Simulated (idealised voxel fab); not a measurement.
process module | voxel ribs on slabs
cross-section cut | 265 nm wide | cells 5 nm
A cross-section is a grid of square cells, given in bands from the top down. A band is one or more rows of cells.
Each band's line starts with the height of the band's top and of its bottom, in nm. Then come its materials from left to right, each with its width in nm. One material with "throughout" fills the band from edge to edge. "air" is empty space.
Height 0 is the level under which the wafer as received is all one material. The lowest band goes on downwards, as in "0 down".
A width such as "30 to 40" changes by the same amount from each row of cells to the next, from the band's top row to its bottom row.
"no change" after a step means that no cell of the cross-section changed.
closed voids: empty space of 8 cells or more with no open way to the top, each as width x height at its distance from the left edge, in nm
after a step's settings: what the simulator itself notes on the step
overlay nm, on a step with a mask: how far to the right of its planned place the mask lay; to the left if negative
plan
1 op RECEIVE | material Si
2 op DIRECTIONAL_DEP | material SiO2 | thk nm 30
3 op DIRECTIONAL_DEP | material SiN | thk nm 20
4 op PATTERN | tone cover | mask id RIB | material resist | width nm 25 | thk nm 15 | overlay nm 0
5 op DIRECTIONAL_ETCH | etch materials SiN | depth nm 5
6 op STRIP | etch materials resist
7 op PATTERN | tone cover | mask id SLAB | material resist | width nm 85 | thk nm 15 | overlay nm 0
8 op DIRECTIONAL_ETCH | etch materials SiN | depth nm 15
9 op STRIP | etch materials resist
10 op FILL_DEP | material SiO2 | thk nm 20
11 op CMP | height nm 60
12 op DIRECTIONAL_DEP | material W | thk nm 5
13 op DIRECTIONAL_DEP | material aC | thk nm 15
14 op PATTERN | tone cover | mask id HEATER | material resist | width nm 35 | thk nm 30 | overlay nm 0
15 op DIRECTIONAL_ETCH | etch materials aC | depth nm 15
16 op STRIP | etch materials resist
17 op DIRECTIONAL_ETCH | etch materials W | depth nm 5
18 op STRIP | etch materials aC
19 op CONFORMAL_DEP | material SiN | thk nm 10
as received, after step 1
  0 down: Si throughout
  closed voids: none
first wafer at the end, as planned
  75 to 70: air 105 | SiN 55 | air 105
  70 to 65: SiN throughout
  65 to 60: SiN 115 | W 35 | SiN 115
  60 to 50: SiO2 throughout
  50 to 45: SiO2 120 | SiN 25 | SiO2 120
  45 to 30: SiO2 90 | SiN 85 | SiO2 90
  30 to 0: SiO2 throughout
  0 down: Si throughout
  closed voids: none
second wafer at the end: like start, like plan, one mistake
  75 to 70: air 105 | SiN 55 | air 105
  70 to 65: SiN throughout
  65 to 60: SiN 115 | W 35 | SiN 115
  60 to 50: SiO2 throughout
  50 to 45: SiO2 120 | SiN 25 | SiO2 120
  45 to 30: SiO2 95 | SiN 75 | SiO2 95
  30 to 0: SiO2 throughout
  0 down: Si throughout
  closed voids: none
what went wrong: step 7 ran as: op PATTERN | tone cover | mask id SLAB | material resist | width nm 75 | thk nm 15 | overlay nm 0
at the end the second wafer has, in cells: 6 fewer of SiN | 6 more of SiO2
